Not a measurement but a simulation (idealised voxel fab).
Process module name: voxel double patterning
Shown is cross-section cut, with a width of 170 nm and square cells of size 5 nm.
Cross-section spec: square-cell grid; bands listed top down; each band is one or more rows. Band entry format. Leading values: height of top, height of bottom, nm. Remainder: materials in left-to-right order, each with its width in nm. Special words: "everywhere" on a single material, which then fills the band edge to edge; "blank", empty space. Counting heights begins at 0, where everything beneath is, in the wafer as received, one material. The lowest band has no bottom; it goes on downwards, as "0..down" shows. Read "30->40" as a graded width: first number on top, second number at the bottom, same change between each pair of neighbouring rows. A step reported as "same as before" is a step in which no cell of the cross-section changed. "Voids, enclosed": sealed empty spaces, 8 cells or more, no open way to top, listed width x height at distance, with distance from the left edge and width, height and distance in nm. That trailing text on a step's line, after the settings, is the simulator's own remark on the step. "overlay nm" denotes, for a step that has a mask, the displacement of the mask to the right of its planned place, with negative values corresponding to the left.
This section lists the process steps that were planned:
1 op RECEIVE | material Si
2 op CONFORMAL_DEP | material SiN | thk nm 5
3 op DIRECTIONAL_DEP | material SiO2 | thk nm 10
4 op DIRECTIONAL_DEP | material SiCN | thk nm 5
5 op DIRECTIONAL_DEP | material aC | thk nm 10
6 op PATTERN | tone open | mask id FIRST | material resist | width nm 15 | pitch nm 50 | thk nm 30 | overlay nm 0
7 op DIRECTIONAL_ETCH | etch materials aC | depth nm 10
8 op STRIP | etch materials resist
9 op DIRECTIONAL_ETCH | etch materials SiCN | depth nm 5
10 op STRIP | etch materials aC
11 op PATTERN | tone open | mask id SECOND | material resist | width nm 15 | pitch nm 50 | thk nm 20 | overlay nm 0
12 op DIRECTIONAL_ETCH | etch materials SiCN | depth nm 5
13 op STRIP | etch materials resist
14 op DIRECTIONAL_ETCH | etch materials SiO2 | depth nm 10
15 op STRIP | etch materials SiCN
Received-state cross-section, reflecting completion of step 1:
0..down = Si everywhere
Voids, enclosed: none
Cross-section taken at module completion on the first of two wafers; processed per the plan:
15..5 = 25 nm SiO2, then 15 nm blank, then 10 nm SiO2, then 15 nm blank, then 10 nm SiO2, then 15 nm blank, then 10 nm SiO2, then 15 nm blank, then 10 nm SiO2, then 15 nm blank, then 30 nm SiO2
5..0 = SiN everywhere
0..down = Si everywhere
Voids, enclosed: none
Now the second wafer, cross-sectioned at the end of the module. Nothing different at the start, nothing different in the plan compared with the first, just one mistake when it was actually run:
15..10 = SiN everywhere
10..0 = SiO2 everywhere
0..down = Si everywhere
Voids, enclosed: none
Nonconformance to the process plan: contrary to the plan, steps 2 and 3 were processed in exchanged order
Final wafer comparison in cells, second versus first, more or fewer per material: SiO2: 30 more
